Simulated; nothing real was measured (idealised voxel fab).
The following process module bears the name voxel plated lines.
Xsec cut, 155 nm wide, square cell size 5 nm.
Cross-section layout: square cells on a grid; listed as bands, top to bottom; a band spans one or more cell rows.
The band entry comprises the height of the band's top followed by the height of its bottom, expressed in nm, and subsequently the band's materials from left to right, each stated together with its width in nm. Where a single material is marked with the word "full width", that material fills the band from edge to edge. The word "blank" represents empty space.
Heads up on the height convention: 0 is the point under which the incoming wafer is all one material, and the lowest band has no bottom, it just keeps going down, like "top 0, no bottom".
Note: "30 to 40" means the width goes from the first number (top row of the band) to the second number (bottom row) in equal steps per row of cells.
Any step labelled "nothing got changed" changed none of the cells in the cross-section.
"Closed void entries" specifies each empty space that is not open to the top and that occupies no fewer than 8 cells, using the form width x height at distance, the distance measured from the left edge and all three quantities in nm.
Text after the settings on a step's line: the simulator's own remark on that step.
overlay nm, on a step with a mask: how far to the right of its planned place the mask lay; to the left if negative

## These are the steps we planned for the process
- 1: op RECEIVE | material Si
- 2: op CONFORMAL_DEP | material SiN | thk nm 15
- 3: op DIRECTIONAL_DEP | material TiN | thk nm 5
- 4: op PATTERN | tone open | mask id LINES | material resist | width nm 25 | pitch nm 40 | thk nm 25 | overlay nm 0
- 5: op EPI | material Ru | thk nm 10
- 6: op EPI | material Ru | thk nm 5
- 7: op STRIP | etch materials resist
- 8: op DIRECTIONAL_ETCH | etch materials TiN | depth nm 5
- 9: op CONFORMAL_DEP | material SiO2 | thk nm 10

## Here's what the wafer looked like in cross-section when it arrived - that's after step 1
	top 0, no bottom | Si full width
	Closed void entries: none

## Wafer cross-section at module end: first of two, run to plan
	top 45, bottom 35 | 35 nm blank, then 85 nm SiO2, then 35 nm blank
	top 35, bottom 25 | 35 nm blank, then 10 nm SiO2, then 25 nm Ru, then 15 nm SiO2, then 25 nm Ru, then 10 nm SiO2, then 35 nm blank
	top 25, bottom 20 | 45 nm SiO2, then 25 nm Ru, then 15 nm SiO2, then 25 nm Ru, then 45 nm SiO2
	top 20, bottom 15 | 45 nm SiO2, then 25 nm TiN, then 15 nm SiO2, then 25 nm TiN, then 45 nm SiO2
	top 15, bottom 0 | SiN full width
	top 0, no bottom | Si full width
	Closed void entries: none

## Same start, same plan as the first wafer - but one mistake in the run. Cross-section of the second of the two at the end of the module
	top 45, bottom 35 | 40 nm blank, then 85 nm SiO2, then 30 nm blank
	top 35, bottom 25 | 40 nm blank, then 10 nm SiO2, then 25 nm Ru, then 15 nm SiO2, then 25 nm Ru, then 10 nm SiO2, then 30 nm blank
	top 25, bottom 20 | 50 nm SiO2, then 25 nm Ru, then 15 nm SiO2, then 25 nm Ru, then 40 nm SiO2
	top 20, bottom 15 | 50 nm SiO2, then 25 nm TiN, then 15 nm SiO2, then 25 nm TiN, then 40 nm SiO2
	top 15, bottom 0 | SiN full width
	top 0, no bottom | Si full width
	Closed void entries: none
Deviation from plan: in deviation from the planned setting, step 4 was conducted as op PATTERN | tone open | mask id LINES | material resist | width nm 25 | pitch nm 40 | thk nm 25 | overlay nm 5
Comparing end states, the material composition by cell count is preserved from the first wafer to the second, while the locations of the cells are not.
